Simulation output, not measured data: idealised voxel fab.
process module | voxel self aligned vias
cross-section cut | 210 nm wide | cells 5 nm
A cross-section is a grid of square cells, given in bands from the top down. A band is one or more rows of cells.
Each band's line starts with the height of the band's top and of its bottom, in nm. Then come its materials from left to right, each with its width in nm. One material with "throughout" fills the band from edge to edge. "air" is empty space.
Height 0 is the level under which the wafer as received is all one material. The lowest band goes on downwards, as in "0 down".
A width such as "30 to 40" changes by the same amount from each row of cells to the next, from the band's top row to its bottom row.
"no change" after a step means that no cell of the cross-section changed.
closed voids: empty space of 8 cells or more with no open way to the top, each as width x height at its distance from the left edge, in nm
after a step's settings: what the simulator itself notes on the step
overlay nm, on a step with a mask: how far to the right of its planned place the mask lay; to the left if negative
plan
1 op RECEIVE | material Si
2 op CONFORMAL_DEP | material SiO2 | thk nm 10
3 op CONFORMAL_DEP | material SiCN | thk nm 5
4 op DIRECTIONAL_DEP | material lowk | thk nm 20
5 op PATTERN | tone open | mask id LINES | material resist | width nm 30 | pitch nm 55 | thk nm 15 | overlay nm 0
6 op DIRECTIONAL_ETCH | etch materials lowk | depth nm 20
7 op STRIP | etch materials resist
8 op CONFORMAL_DEP | material TiN | thk nm 5
9 op FILL_DEP | material Ru | thk nm 10
10 op CMP | height nm 35
11 op SELECTIVE_ETCH | etch materials W Ru TiN | depth nm 5
12 op FILL_DEP | material SiN | thk nm 5
13 op CMP | height nm 35
14 op DIRECTIONAL_DEP | material lowk | thk nm 20
15 op MASKED_ETCH | tone open | mask id VIAS | width nm 40 | etch materials lowk | depth nm 20 | overlay nm 0
16 op MASKED_ETCH | tone open | mask id VIAS | width nm 40 | etch materials SiN | depth nm 5 | overlay nm 0
17 op CONFORMAL_DEP | material TiN | thk nm 5
18 op FILL_DEP | material W | thk nm 10
19 op CMP | height nm 55
20 op CONFORMAL_DEP | material SiN | thk nm 5
as received, after step 1
  0 down: Si throughout
  closed voids: none
first wafer at the end, as planned
  60 to 55: SiN throughout
  55 to 40: lowk 55 | TiN 5 | W 30 | TiN 5 | lowk 115
  40 to 35: lowk 55 | TiN 10 | W 20 | TiN 10 | lowk 115
  35 to 30: lowk 60 | TiN 30 | lowk 25 | SiN 30 | lowk 65
  30 to 20: lowk 60 | TiN 5 | Ru 20 | TiN 5 | lowk 25 | TiN 5 | Ru 20 | TiN 5 | lowk 65
  20 to 15: lowk 60 | TiN 30 | lowk 25 | TiN 30 | lowk 65
  15 to 10: SiCN throughout
  10 to 0: SiO2 throughout
  0 down: Si throughout
  closed voids: none
second wafer at the end: like start, like plan, one mistake
  60 to 55: SiN throughout
  55 to 40: lowk 55 | TiN 5 | W 30 | TiN 5 | lowk 115
  40 to 35: lowk 55 | TiN 10 | W 20 | TiN 10 | lowk 115
  35 to 30: lowk 60 | TiN 30 | lowk 25 | SiN 30 | lowk 65
  30 to 25: lowk 60 | TiN 30 | lowk 25 | TiN 30 | lowk 65
  25 to 10: SiCN throughout
  10 to 0: SiO2 throughout
  0 down: Si throughout
  closed voids: none
what went wrong: step 3 ran as: op CONFORMAL_DEP | material SiCN | thk nm 15
at the end the second wafer has, in cells: 16 fewer of Ru | 84 more of SiCN | 8 fewer of TiN | 60 fewer of lowk
